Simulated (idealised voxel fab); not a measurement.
A process module follows: voxel double patterning.
Section cut is 255 nm wide and gridded with 5 nm square cells.
Cross-sections here: square-cell grids, written as top-down lists of bands, a band being one or more rows of cells.
Basically the band line says how high the top is and how high the bottom is, in nm, and then what's in it from left to right, every material with its width in nm. Empty space shows up as "air", and if a single material carries "everywhere" it runs the full band edge to edge.
Convention: height 0 is the level below which the wafer, as received, is all one material. The lowest band does not terminate at the bottom but continues downward, represented as "z 0 and below".
A width given as "30..40" starts at the first number in the band's top row and ends at the second number in its bottom row, shifting by an equal amount at every step from row to row.
It should be understood that the words "nothing got changed", when stated for a given step, signify that the cross-section underwent no change in any of its cells during that step.
Look at "Closed-off voids" for the closed voids: empty spaces with no open path to the top, sized 8 cells or up. Each is width x height at distance, distance from the left edge, all nm.
The remark found on a step's line after its settings is issued by the simulator itself and pertains to that step.
The line of a step may include "overlay nm". On a step with a mask, this value is how far to the right of its planned place the mask lay. A negative value means the mask lay to the left.
Here's what the planned process steps look like:
1) RECEIVE with material Si
2) CONFORMAL_DEP with material SiO2, thk nm 5
3) DIRECTIONAL_DEP with material polySi, thk nm 10
4) DIRECTIONAL_DEP with material SiN, thk nm 5
5) PATTERN with tone open, mask id FIRST, material resist, width nm 15, pitch nm 50, thk nm 20, overlay nm 0
6) DIRECTIONAL_ETCH with etch materials SiN, depth nm 5
7) STRIP with etch materials resist
8) DIRECTIONAL_DEP with material aC, thk nm 10
9) PATTERN with tone open, mask id SECOND, material resist, width nm 15, pitch nm 50, thk nm 30, overlay nm 0
10) DIRECTIONAL_ETCH with etch materials aC, depth nm 10
11) STRIP with etch materials resist
12) DIRECTIONAL_ETCH with etch materials SiN, depth nm 5
13) STRIP with etch materials aC
14) DIRECTIONAL_ETCH with etch materials polySi, depth nm 10
15) STRIP with etch materials SiN
On the first of the two wafers: run conducted according to plan:
As received (post step 1): cross-section:
- z 0 and below = Si everywhere
- Closed-off voids: none
Wafer after step 2 (cross-section):
- z 5 to 0 = SiO2 everywhere
- Lower than 0, everything is as it was.
Wafer after step 3 (cross-section):
- z 15 to 5 = polySi everywhere
- Lower than 5, everything is as it was.
Wafer after step 4 (cross-section):
- z 20 to 15 = SiN everywhere
- Lower than 15, everything is as it was.
Wafer after step 5 (cross-section):
- z 40 to 20 = resist 70; air 15; resist 35; air 15; resist 35; air 15; resist 70
- Lower than 20, everything is as it was.
Wafer after step 6 (cross-section):
- z 40 to 20 = resist 70; air 15; resist 35; air 15; resist 35; air 15; resist 70
- z 20 to 15 = SiN 70; air 15; SiN 35; air 15; SiN 35; air 15; SiN 70
- Lower than 15, everything is as it was.
Wafer after step 7 (cross-section):
- z 20 to 15 = SiN 70; air 15; SiN 35; air 15; SiN 35; air 15; SiN 70
- Lower than 15, everything is as it was.
Wafer after step 8 (cross-section):
- z 30 to 25 = aC 70; air 15; aC 35; air 15; aC 35; air 15; aC 70
- z 25 to 20 = aC everywhere
- z 20 to 15 = SiN 70; aC 15; SiN 35; aC 15; SiN 35; aC 15; SiN 70
- Lower than 15, everything is as it was.
Wafer after step 9 (cross-section):
- z 60 to 30 = resist 95; air 15; resist 35; air 15; resist 95
- z 30 to 25 = aC 70; resist 15; aC 35; resist 15; aC 35; resist 15; aC 70
- Lower than 25, everything is as it was.
Wafer after step 10 (cross-section):
- z 50 to 30 = resist 95; air 15; resist 35; air 15; resist 95
- z 30 to 25 = aC 70; resist 15; aC 10; air 15; aC 10; resist 15; aC 10; air 15; aC 10; resist 15; aC 70
- z 25 to 20 = aC 95; air 15; aC 35; air 15; aC 95
- Lower than 20, everything is as it was.
Wafer after step 11 (cross-section):
- z 30 to 25 = aC 70; air 15; aC 10; air 15; aC 10; air 15; aC 10; air 15; aC 10; air 15; aC 70
- Lower than 25, everything is as it was.
Wafer after step 12 (cross-section):
- z 30 to 25 = aC 70; air 15; aC 10; air 15; aC 10; air 15; aC 10; air 15; aC 10; air 15; aC 70
- z 25 to 20 = aC 95; air 15; aC 35; air 15; aC 95
- z 20 to 15 = SiN 70; aC 15; SiN 10; air 15; SiN 10; aC 15; SiN 10; air 15; SiN 10; aC 15; SiN 70
- Lower than 15, everything is as it was.
Wafer after step 13 (cross-section):
- z 20 to 15 = SiN 70; air 15; SiN 10; air 15; SiN 10; air 15; SiN 10; air 15; SiN 10; air 15; SiN 70
- Lower than 15, everything is as it was.
Wafer after step 14 (cross-section):
- z 20 to 15 = SiN 70; air 15; SiN 10; air 15; SiN 10; air 15; SiN 10; air 15; SiN 10; air 15; SiN 70
- z 15 to 5 = polySi 70; air 15; polySi 10; air 15; polySi 10; air 15; polySi 10; air 15; polySi 10; air 15; polySi 70
- Lower than 5, everything is as it was.
Wafer after step 15 (cross-section):
- z 15 to 5 = polySi 70; air 15; polySi 10; air 15; polySi 10; air 15; polySi 10; air 15; polySi 10; air 15; polySi 70
- Lower than 5, everything is as it was.
What follows concerns the second wafer, which started out like the first and was meant to follow the very same plan; one mistake crept in when it was run, but everything up to and including step 1 is the same as for the first wafer:
The second wafer in cross-section, at the planned close of step 2:
- z 5 to 0 = aC everywhere
- Lower than 0, everything is as it was.
The second wafer in cross-section, at the planned close of step 3:
- z 15 to 5 = polySi everywhere
- Lower than 5, everything is as it was.
The second wafer in cross-section, at the planned close of step 4:
- z 20 to 15 = SiN everywhere
- Lower than 15, everything is as it was.
The second wafer in cross-section, at the planned close of step 5:
- z 40 to 20 = resist 70; air 15; resist 35; air 15; resist 35; air 15; resist 70
- Lower than 20, everything is as it was.
The second wafer in cross-section, at the planned close of step 6:
- z 40 to 20 = resist 70; air 15; resist 35; air 15; resist 35; air 15; resist 70
- z 20 to 15 = SiN 70; air 15; SiN 35; air 15; SiN 35; air 15; SiN 70
- Lower than 15, everything is as it was.
The second wafer in cross-section, at the planned close of step 7:
- z 20 to 15 = SiN 70; air 15; SiN 35; air 15; SiN 35; air 15; SiN 70
- Lower than 15, everything is as it was.
The second wafer in cross-section, at the planned close of step 8:
- z 30 to 25 = aC 70; air 15; aC 35; air 15; aC 35; air 15; aC 70
- z 25 to 20 = aC everywhere
- z 20 to 15 = SiN 70; aC 15; SiN 35; aC 15; SiN 35; aC 15; SiN 70
- Lower than 15, everything is as it was.
The second wafer in cross-section, at the planned close of step 9:
- z 60 to 30 = resist 95; air 15; resist 35; air 15; resist 95
- z 30 to 25 = aC 70; resist 15; aC 35; resist 15; aC 35; resist 15; aC 70
- Lower than 25, everything is as it was.
The second wafer in cross-section, at the planned close of step 10:
- z 50 to 30 = resist 95; air 15; resist 35; air 15; resist 95
- z 30 to 25 = aC 70; resist 15; aC 10; air 15; aC 10; resist 15; aC 10; air 15; aC 10; resist 15; aC 70
- z 25 to 20 = aC 95; air 15; aC 35; air 15; aC 95
- Lower than 20, everything is as it was.
The second wafer in cross-section, at the planned close of step 11:
- z 30 to 25 = aC 70; air 15; aC 10; air 15; aC 10; air 15; aC 10; air 15; aC 10; air 15; aC 70
- Lower than 25, everything is as it was.
The second wafer in cross-section, at the planned close of step 12:
- z 30 to 25 = aC 70; air 15; aC 10; air 15; aC 10; air 15; aC 10; air 15; aC 10; air 15; aC 70
- z 25 to 20 = aC 95; air 15; aC 35; air 15; aC 95
- z 20 to 15 = SiN 70; aC 15; SiN 10; air 15; SiN 10; aC 15; SiN 10; air 15; SiN 10; aC 15; SiN 70
- Lower than 15, everything is as it was.
The second wafer in cross-section, at the planned close of step 13:
- z 20 to 15 = SiN 70; air 15; SiN 10; air 15; SiN 10; air 15; SiN 10; air 15; SiN 10; air 15; SiN 70
- Lower than 15, everything is as it was.
The second wafer in cross-section, at the planned close of step 14:
- z 20 to 15 = SiN 70; air 15; SiN 10; air 15; SiN 10; air 15; SiN 10; air 15; SiN 10; air 15; SiN 70
- z 15 to 5 = polySi 70; air 15; polySi 10; air 15; polySi 10; air 15; polySi 10; air 15; polySi 10; air 15; polySi 70
- Lower than 5, everything is as it was.
The second wafer in cross-section, at the planned close of step 15:
- z 15 to 5 = polySi 70; air 15; polySi 10; air 15; polySi 10; air 15; polySi 10; air 15; polySi 10; air 15; polySi 70
- Lower than 5, everything is as it was.
In executing the process, a mistake was made relative to the plan: it should be noted that step 2 was executed with settings other than those planned, the operation and settings actually applied being CONFORMAL_DEP with material aC, thk nm 5
End of process, cell counts, second wafer against first, materials with more or fewer: SiO2 -51; aC +51
